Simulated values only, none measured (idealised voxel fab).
process module | voxel capacitor over wiring
cross-section cut | 275 nm wide | cells 5 nm
A cross-section is a grid of square cells, given in bands from the top down. A band is one or more rows of cells.
Each band's line starts with the height of the band's top and of its bottom, in nm. Then come its materials from left to right, each with its width in nm. One material with "throughout" fills the band from edge to edge. "air" is empty space.
Height 0 is the level under which the wafer as received is all one material. The lowest band goes on downwards, as in "0 down".
A width such as "30 to 40" changes by the same amount from each row of cells to the next, from the band's top row to its bottom row.
"no change" after a step means that no cell of the cross-section changed.
closed voids: empty space of 8 cells or more with no open way to the top, each as width x height at its distance from the left edge, in nm
after a step's settings: what the simulator itself notes on the step
overlay nm, on a step with a mask: how far to the right of its planned place the mask lay; to the left if negative
plan
1 op RECEIVE | material Si
2 op CONFORMAL_DEP | material SiO2 | thk nm 10
3 op CONFORMAL_DEP | material SiCN | thk nm 5
4 op DIRECTIONAL_DEP | material lowk | thk nm 20
5 op MASKED_ETCH | tone open | mask id METAL_1 | width nm 30 | pitch nm 90 | etch materials lowk | depth nm 20 | overlay nm 0
6 op MASKED_ETCH | tone open | mask id METAL_1 | width nm 30 | pitch nm 90 | etch materials SiCN | depth nm 5 | overlay nm 0
7 op CONFORMAL_DEP | material TiN | thk nm 5
8 op FILL_DEP | material Cu | thk nm 5
9 op CMP | height nm 35
10 op CONFORMAL_DEP | material SiCN | thk nm 5
11 op DIRECTIONAL_DEP | material SiO2 | thk nm 15
12 op PATTERN | tone open | mask id PLUG_1 | material resist | width nm 15 | thk nm 20 | overlay nm 0
13 op DIRECTIONAL_ETCH | etch materials SiO2 | depth nm 15
14 op DIRECTIONAL_ETCH | etch materials SiCN | depth nm 5
15 op STRIP | etch materials resist
16 op CONFORMAL_DEP | material TiN | thk nm 5
17 op FILL_DEP | material Ru | thk nm 10
18 op CMP | height nm 55
19 op DIRECTIONAL_DEP | material TiN | thk nm 5
20 op DIRECTIONAL_DEP | material SiN | thk nm 5
21 op DIRECTIONAL_DEP | material TiN | thk nm 5
22 op MASKED_ETCH | tone cover | mask id UPPER_PLATE | width nm 65 | etch materials TiN | depth nm 5 | overlay nm 0
23 op MASKED_ETCH | tone cover | mask id UPPER_PLATE | width nm 65 | etch materials SiN | depth nm 5 | overlay nm 0
24 op PATTERN | tone cover | mask id LOWER_PLATE | material resist | width nm 75 | thk nm 15 | overlay nm 0
25 op DIRECTIONAL_ETCH | etch materials TiN | depth nm 5
26 op STRIP | etch materials resist
27 op FILL_DEP | material SiO2 | thk nm 20
28 op CMP | height nm 85
29 op MASKED_ETCH | tone open | mask id PLUG_2 | width nm 15 | etch materials SiO2 | depth nm 15 | overlay nm 0
30 op CONFORMAL_DEP | material TiN | thk nm 5
31 op FILL_DEP | material Ru | thk nm 5
32 op CMP | height nm 85
33 op CONFORMAL_DEP | material SiN | thk nm 5
first wafer, as planned
as received, after step 1
  0 down: Si throughout
  closed voids: none
after step 2
  10 to 0: SiO2 throughout
  below 0: unchanged
after step 3
  15 to 10: SiCN throughout
  below 10: unchanged
after step 4
  35 to 15: lowk throughout
  below 15: unchanged
after step 5
  35 to 15: lowk 75 | air 30 | lowk 60 | air 30 | lowk 80
  below 15: unchanged
after step 6
  35 to 15: lowk 75 | air 30 | lowk 60 | air 30 | lowk 80
  15 to 10: SiCN 75 | air 30 | SiCN 60 | air 30 | SiCN 80
  below 10: unchanged
after step 7
  40 to 35: TiN 80 | air 20 | TiN 70 | air 20 | TiN 85
  35 to 15: lowk 75 | TiN 5 | air 20 | TiN 5 | lowk 60 | TiN 5 | air 20 | TiN 5 | lowk 80
  15 to 10: SiCN 75 | TiN 30 | SiCN 60 | TiN 30 | SiCN 80
  below 10: unchanged
after step 8
  45 to 40: Cu throughout
  40 to 35: TiN 80 | Cu 20 | TiN 70 | Cu 20 | TiN 85
  35 to 15: lowk 75 | TiN 5 | Cu 20 | TiN 5 | lowk 60 | TiN 5 | Cu 20 | TiN 5 | lowk 80
  below 15: unchanged
after step 9
  35 to 15: lowk 75 | TiN 5 | Cu 20 | TiN 5 | lowk 60 | TiN 5 | Cu 20 | TiN 5 | lowk 80
  below 15: unchanged
after step 10
  40 to 35: SiCN throughout
  below 35: unchanged
after step 11
  55 to 40: SiO2 throughout
  below 40: unchanged
after step 12
  75 to 55: resist 90 | air 15 | resist 170
  below 55: unchanged
after step 13
  75 to 55: resist 90 | air 15 | resist 170
  55 to 40: SiO2 90 | air 15 | SiO2 170
  below 40: unchanged
after step 14
  75 to 55: resist 90 | air 15 | resist 170
  55 to 40: SiO2 90 | air 15 | SiO2 170
  40 to 35: SiCN 90 | air 15 | SiCN 170
  below 35: unchanged
after step 15
  55 to 40: SiO2 90 | air 15 | SiO2 170
  below 40: unchanged
after step 16
  60 to 55: TiN 95 | air 5 | TiN 175
  55 to 40: SiO2 90 | TiN 5 | air 5 | TiN 5 | SiO2 170
  40 to 35: SiCN 90 | TiN 15 | SiCN 170
  below 35: unchanged
after step 17
  70 to 60: Ru throughout
  60 to 55: TiN 95 | Ru 5 | TiN 175
  55 to 40: SiO2 90 | TiN 5 | Ru 5 | TiN 5 | SiO2 170
  below 40: unchanged
after step 18
  55 to 40: SiO2 90 | TiN 5 | Ru 5 | TiN 5 | SiO2 170
  below 40: unchanged
after step 19
  60 to 55: TiN throughout
  below 55: unchanged
after step 20
  65 to 60: SiN throughout
  below 60: unchanged
after step 21
  70 to 65: TiN throughout
  below 65: unchanged
after step 22
  70 to 65: air 90 | TiN 65 | air 120
  below 65: unchanged
after step 23
  70 to 65: air 90 | TiN 65 | air 120
  65 to 60: air 90 | SiN 65 | air 120
  below 60: unchanged
after step 24
  85 to 70: air 85 | resist 75 | air 115
  70 to 65: air 85 | resist 5 | TiN 65 | resist 5 | air 115
  65 to 60: air 85 | resist 5 | SiN 65 | resist 5 | air 115
  below 60: unchanged
after step 25
  85 to 70: air 85 | resist 75 | air 115
  70 to 65: air 85 | resist 5 | TiN 65 | resist 5 | air 115
  65 to 60: air 85 | resist 5 | SiN 65 | resist 5 | air 115
  60 to 55: air 85 | TiN 75 | air 115
  below 55: unchanged
after step 26
  70 to 65: air 90 | TiN 65 | air 120
  65 to 60: air 90 | SiN 65 | air 120
  below 60: unchanged
after step 27
  90 to 70: SiO2 throughout
  70 to 65: SiO2 90 | TiN 65 | SiO2 120
  65 to 60: SiO2 90 | SiN 65 | SiO2 120
  60 to 55: SiO2 85 | TiN 75 | SiO2 115
  below 55: unchanged
after step 28
  85 to 70: SiO2 throughout
  below 70: unchanged
after step 29
  85 to 70: SiO2 100 | air 15 | SiO2 160
  below 70: unchanged
after step 30
  90 to 85: TiN 105 | air 5 | TiN 165
  85 to 75: SiO2 100 | TiN 5 | air 5 | TiN 5 | SiO2 160
  75 to 65: SiO2 100 to 90 | TiN 15 to 65 | SiO2 160 to 120
  below 65: unchanged
after step 31
  95 to 90: Ru throughout
  90 to 85: TiN 105 | Ru 5 | TiN 165
  85 to 75: SiO2 100 | TiN 5 | Ru 5 | TiN 5 | SiO2 160
  below 75: unchanged
after step 32
  85 to 75: SiO2 100 | TiN 5 | Ru 5 | TiN 5 | SiO2 160
  below 75: unchanged
after step 33
  90 to 85: SiN throughout
  below 85: unchanged
second wafer: like start, like plan, one mistake. Through step 19 it matches the first wafer
when step 20 should have ended
  65 to 55: TiN throughout
  below 55: unchanged
when step 21 should have ended
  70 to 65: SiN throughout
  below 65: unchanged
when step 22 should have ended: no change
when step 23 should have ended
  70 to 65: air 90 | SiN 65 | air 120
  below 65: unchanged
when step 24 should have ended
  85 to 70: air 85 | resist 75 | air 115
  70 to 65: air 85 | resist 5 | SiN 65 | resist 5 | air 115
  below 65: unchanged
when step 25 should have ended
  85 to 70: air 85 | resist 75 | air 115
  70 to 65: air 85 | resist 5 | SiN 65 | resist 5 | air 115
  65 to 60: air 85 | TiN 75 | air 115
  below 60: unchanged
when step 26 should have ended
  70 to 65: air 90 | SiN 65 | air 120
  below 65: unchanged
when step 27 should have ended
  90 to 70: SiO2 throughout
  70 to 65: SiO2 90 | SiN 65 | SiO2 120
  65 to 60: SiO2 85 | TiN 75 | SiO2 115
  below 60: unchanged
when step 28 should have ended
  85 to 70: SiO2 throughout
  below 70: unchanged
when step 29 should have ended
  85 to 70: SiO2 100 | air 15 | SiO2 160
  below 70: unchanged
when step 30 should have ended
  90 to 85: TiN 105 | air 5 | TiN 165
  85 to 75: SiO2 100 | TiN 5 | air 5 | TiN 5 | SiO2 160
  75 to 70: SiO2 100 | TiN 15 | SiO2 160
  below 70: unchanged
when step 31 should have ended
  95 to 90: Ru throughout
  90 to 85: TiN 105 | Ru 5 | TiN 165
  85 to 75: SiO2 100 | TiN 5 | Ru 5 | TiN 5 | SiO2 160
  below 75: unchanged
when step 32 should have ended
  85 to 75: SiO2 100 | TiN 5 | Ru 5 | TiN 5 | SiO2 160
  below 75: unchanged
when step 33 should have ended
  90 to 85: SiN throughout
  below 85: unchanged
what went wrong: steps 20 and 21 were swapped
at the end the second wafer has, in cells: 42 fewer of SiO2 | 42 more of TiN
